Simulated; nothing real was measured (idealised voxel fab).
process module | voxel capacitor over wiring
cross-section cut | 210 nm wide | cells 5 nm
A cross-section is a grid of square cells, given in bands from the top down. A band is one or more rows of cells.
Each band's line starts with the height of the band's top and of its bottom, in nm. Then come its materials from left to right, each with its width in nm. One material with "throughout" fills the band from edge to edge. "air" is empty space.
Height 0 is the level under which the wafer as received is all one material. The lowest band goes on downwards, as in "0 down".
A width such as "30 to 40" changes by the same amount from each row of cells to the next, from the band's top row to its bottom row.
"no change" after a step means that no cell of the cross-section changed.
closed voids: empty space of 8 cells or more with no open way to the top, each as width x height at its distance from the left edge, in nm
after a step's settings: what the simulator itself notes on the step
overlay nm, on a step with a mask: how far to the right of its planned place the mask lay; to the left if negative
plan
1 op RECEIVE | material Si
2 op CONFORMAL_DEP | material SiO2 | thk nm 15
3 op CONFORMAL_DEP | material SiCN | thk nm 5
4 op DIRECTIONAL_DEP | material SiO2 | thk nm 20
5 op PATTERN | tone open | mask id METAL_1 | material resist | width nm 20 | pitch nm 80 | thk nm 15 | overlay nm 0
6 op DIRECTIONAL_ETCH | etch materials SiO2 | depth nm 20
7 op DIRECTIONAL_ETCH | etch materials SiCN | depth nm 5
8 op STRIP | etch materials resist
9 op CONFORMAL_DEP | material TiN | thk nm 5
10 op FILL_DEP | material W | thk nm 10
11 op CMP | height nm 40
12 op EPI | material Ru | thk nm 5
13 op FILL_DEP | material SiCN | thk nm 5
14 op DIRECTIONAL_DEP | material lowk | thk nm 15
15 op MASKED_ETCH | tone open | mask id PLUG_1 | width nm 15 | etch materials lowk | depth nm 15 | overlay nm 0
16 op MASKED_ETCH | tone open | mask id PLUG_1 | width nm 15 | etch materials SiCN | depth nm 5 | overlay nm 0
17 op EPI | material Ru | thk nm 10
18 op EPI | material Ru | thk nm 10
19 op DIRECTIONAL_DEP | material TiN | thk nm 5
20 op DIRECTIONAL_DEP | material HfO2 | thk nm 5
21 op DIRECTIONAL_DEP | material TiN | thk nm 5
22 op PATTERN | tone cover | mask id UPPER_PLATE | material resist | width nm 65 | thk nm 20 | overlay nm 0
23 op DIRECTIONAL_ETCH | etch materials TiN | depth nm 5
24 op DIRECTIONAL_ETCH | etch materials HfO2 | depth nm 5
25 op STRIP | etch materials resist
26 op MASKED_ETCH | tone cover | mask id LOWER_PLATE | width nm 75 | etch materials TiN | depth nm 5 | overlay nm 0
27 op FILL_DEP | material SiO2 | thk nm 20
28 op CMP | height nm 95
29 op PATTERN | tone open | mask id PLUG_2 | material resist | width nm 15 | thk nm 20 | overlay nm 0
30 op DIRECTIONAL_ETCH | etch materials SiO2 | depth nm 15
31 op STRIP | etch materials resist
32 op CONFORMAL_DEP | material TiN | thk nm 5
33 op FILL_DEP | material Cu | thk nm 10
34 op CMP | height nm 95
35 op CONFORMAL_DEP | material SiN | thk nm 5
varied across the wafers: thk nm of step 19. The plan shows the first wafer's value. All wafers start alike
first wafer as received, after step 1
  0 down: Si throughout
  closed voids: none
each wafer at the end: cells of each material gained (+) or lost (-) since it was received, then its closed voids
thk nm 5 | +2 Cu | +13 HfO2 | +24 Ru | +103 SiCN | +42 SiN | +464 SiO2 | +59 TiN | +16 W | +117 lowk | closed voids: none
thk nm 10 | +1 Cu | +13 HfO2 | +24 Ru | +103 SiCN | +42 SiN | +425 SiO2 | +99 TiN | +16 W | +117 lowk | closed voids: none
thk nm 15 | +13 HfO2 | +24 Ru | +103 SiCN | +42 SiN | +386 SiO2 | +139 TiN | +16 W | +117 lowk | closed voids: none
thk nm 20 | +13 HfO2 | +24 Ru | +103 SiCN | +42 SiN | +347 SiO2 | +178 TiN | +16 W | +117 lowk | closed voids: none
